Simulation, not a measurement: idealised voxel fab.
Process module heading - voxel transistor to metal
The figure presents cross-section cut, which has a width of 180 nm and is divided into square cells with an edge length of 5 nm.
If you're reading a cross-section in this doc, picture square cells in a grid; it comes to you as bands, top ones listed first down to the bottom, and a band can be one or more rows of cells.
Heights first: top, then bottom, in nm. Then materials, left to right, each with a width in nm. "throughout" on a single material: fills the band edge to edge. "air": empty space.
Ref level 0: as-received wafer is one material below here. Bottom band extends down with no lower bound ("0 nm and below").
So if you see something like "30 to 40" for the width, read it as the top row of the band sitting at the first number and the bottom row at the second, with every row in between moving by the same amount as the last.
It should be understood that the words "all unchanged", when stated for a given step, signify that the cross-section underwent no change in any of its cells during that step.
"Closed voids list" - sealed voids, min. 8 cells, no opening to top; format: width x height at distance (distance from left edge; nm throughout).
Text after the settings on a step's line: the simulator's own remark on that step.
The line of a step may include "overlay nm". On a step with a mask, this value is how far to the right of its planned place the mask lay. A negative value means the mask lay to the left.
Intended process steps
1: RECEIVE, material Si
2: CONFORMAL_DEP, material SiO2, thk nm 5
3: CONFORMAL_DEP, material SiN, thk nm 10
4: DIRECTIONAL_DEP, material aC, thk nm 15
5: PATTERN, tone cover, mask id ACTIVE, material resist, width nm 120, thk nm 30, overlay nm 0
6: DIRECTIONAL_ETCH, etch materials aC, depth nm 15
7: STRIP, etch materials resist
8: DIRECTIONAL_ETCH, etch materials SiN, depth nm 10
9: DIRECTIONAL_ETCH, etch materials SiO2, depth nm 5
10: DIRECTIONAL_ETCH, etch materials Si, depth nm 25
11: STRIP, etch materials aC
12: FILL_DEP, material SiO2, thk nm 10
13: CMP, height nm 15
14: SELECTIVE_ETCH, etch materials SiO2, depth nm 10
15: STRIP, etch materials SiN
16: SELECTIVE_ETCH, etch materials SiO2, depth nm 5
17: OXIDIZE, depth nm 5
18: DIRECTIONAL_DEP, material polySi, thk nm 25
19: DIRECTIONAL_DEP, material SiCN, thk nm 15
20: DIRECTIONAL_DEP, material aC, thk nm 15
21: PATTERN, tone cover, mask id GATE, material resist, width nm 30, thk nm 30, overlay nm 0
22: DIRECTIONAL_ETCH, etch materials aC, depth nm 15
23: STRIP, etch materials resist
24: DIRECTIONAL_ETCH, etch materials SiCN, depth nm 25
25: DIRECTIONAL_ETCH, etch materials polySi, depth nm 35
26: STRIP, etch materials aC
27: CONFORMAL_DEP, material SiO2, thk nm 5
28: DIRECTIONAL_ETCH, etch materials SiO2, depth nm 5
29: CONFORMAL_DEP, material SiN, thk nm 5
30: DIRECTIONAL_ETCH, etch materials SiN, depth nm 5
31: DIRECTIONAL_ETCH, etch materials SiO2, depth nm 5
32: EPI, material SiGe, thk nm 5
33: FILL_DEP, material SiO2, thk nm 5
34: CMP, height nm 25
35: STRIP, etch materials polySi
36: SELECTIVE_ETCH, etch materials SiO2, depth nm 5
37: CONFORMAL_DEP, material HfO2, thk nm 5
38: CONFORMAL_DEP, material TiN, thk nm 5
39: FILL_DEP, material W, thk nm 10
40: CMP, height nm 20
41: DIRECTIONAL_DEP, material SiO2, thk nm 15
42: PATTERN, tone open, mask id CONTACT, material resist, width nm 20, pitch nm 80, thk nm 15, overlay nm 0
43: DIRECTIONAL_ETCH, etch materials SiO2, depth nm 35
44: STRIP, etch materials resist
45: CONFORMAL_DEP, material TiN, thk nm 5
46: FILL_DEP, material W, thk nm 5
47: CMP, height nm 35
48: CONFORMAL_DEP, material SiN, thk nm 5
49: DIRECTIONAL_DEP, material lowk, thk nm 20
50: DIRECTIONAL_DEP, material aC, thk nm 15
51: PATTERN, tone open, mask id METAL_1, material resist, width nm 20, pitch nm 80, thk nm 30, overlay nm 0
52: DIRECTIONAL_ETCH, etch materials aC, depth nm 15
53: STRIP, etch materials resist
54: DIRECTIONAL_ETCH, etch materials lowk, depth nm 20
55: DIRECTIONAL_ETCH, etch materials SiN, depth nm 5
56: STRIP, etch materials aC
57: CONFORMAL_DEP, material TiN, thk nm 5
58: FILL_DEP, material Ru, thk nm 5
59: CMP, height nm 60
60: EPI, material Ru, thk nm 5
61: FILL_DEP, material SiCN, thk nm 5
62: DIRECTIONAL_DEP, material lowk, thk nm 35
63: MASKED_ETCH, tone open, mask id METAL_2_HOLES, width nm 15, pitch nm 80, etch materials lowk, depth nm 35, overlay nm 0
64: PATTERN, tone open, mask id METAL_2, material resist, width nm 20, pitch nm 80, thk nm 15, overlay nm 0
65: DIRECTIONAL_ETCH, etch materials lowk, depth nm 20
66: DIRECTIONAL_ETCH, etch materials SiCN, depth nm 5
67: STRIP, etch materials resist
68: CONFORMAL_DEP, material TiN, thk nm 5
69: FILL_DEP, material Cu, thk nm 10
70: CMP, height nm 105
71: CONFORMAL_DEP, material SiCN, thk nm 5
Incoming wafer, cross-sectional view, post step 1
- 0 nm and below = Si throughout
- Closed voids list: none
Cross-section at module end, one run error; start and plan unchanged from above
- 110 nm to 105 nm = SiCN throughout
- 105 nm to 90 nm = lowk 40 nm; TiN 5 nm; Cu 10 nm; TiN 5 nm; lowk 60 nm; TiN 5 nm; Cu 10 nm; TiN 5 nm; lowk 40 nm
- 90 nm to 85 nm = lowk 40 nm; TiN 5 nm; Cu 5 nm; TiN 10 nm; lowk 60 nm; TiN 5 nm; Cu 5 nm; TiN 10 nm; lowk 40 nm
- 85 nm to 70 nm = lowk 40 nm; TiN 5 nm; Cu 5 nm; TiN 5 nm; lowk 65 nm; TiN 5 nm; Cu 5 nm; TiN 5 nm; lowk 45 nm
- 70 nm to 65 nm = SiCN 40 nm; TiN 15 nm; SiCN 65 nm; TiN 15 nm; SiCN 45 nm
- 65 nm to 60 nm = SiCN 35 nm; Ru 30 nm; SiCN 50 nm; Ru 30 nm; SiCN 35 nm
- 60 nm to 40 nm = lowk 40 nm; TiN 5 nm; Ru 10 nm; TiN 5 nm; lowk 60 nm; TiN 5 nm; Ru 10 nm; TiN 5 nm; lowk 40 nm
- 40 nm to 35 nm = SiN 40 nm; TiN 20 nm; SiN 60 nm; TiN 20 nm; SiN 40 nm
- 35 nm to 20 nm = SiO2 40 nm; TiN 5 nm; W 10 nm; TiN 5 nm; SiO2 60 nm; TiN 5 nm; W 10 nm; TiN 5 nm; SiO2 40 nm
- 20 nm to 5 nm = SiO2 40 nm; TiN 5 nm; W 10 nm; TiN 5 nm; SiN 5 nm; HfO2 5 nm; TiN 5 nm; W 30 nm; TiN 5 nm; HfO2 5 nm; SiN 5 nm; TiN 5 nm; W 10 nm; TiN 5 nm; SiO2 40 nm
- 5 nm to 0 nm = SiO2 40 nm; TiN 20 nm; SiN 5 nm; HfO2 5 nm; TiN 40 nm; HfO2 5 nm; SiN 5 nm; TiN 20 nm; SiO2 40 nm
- 0 nm to -5 nm = SiO2 25 nm; SiGe 35 nm; SiO2 5 nm; HfO2 50 nm; SiO2 5 nm; SiGe 35 nm; SiO2 25 nm
- -5 nm to -25 nm = SiO2 30 nm; Si 120 nm; SiO2 30 nm
- -25 nm and below = Si throughout
- Closed voids list: none
In executing the process, a mistake was made relative to the plan: step 21 did not happen as planned, as run it was PATTERN, tone cover, mask id GATE, material resist, width nm 40, thk nm 30, overlay nm 0
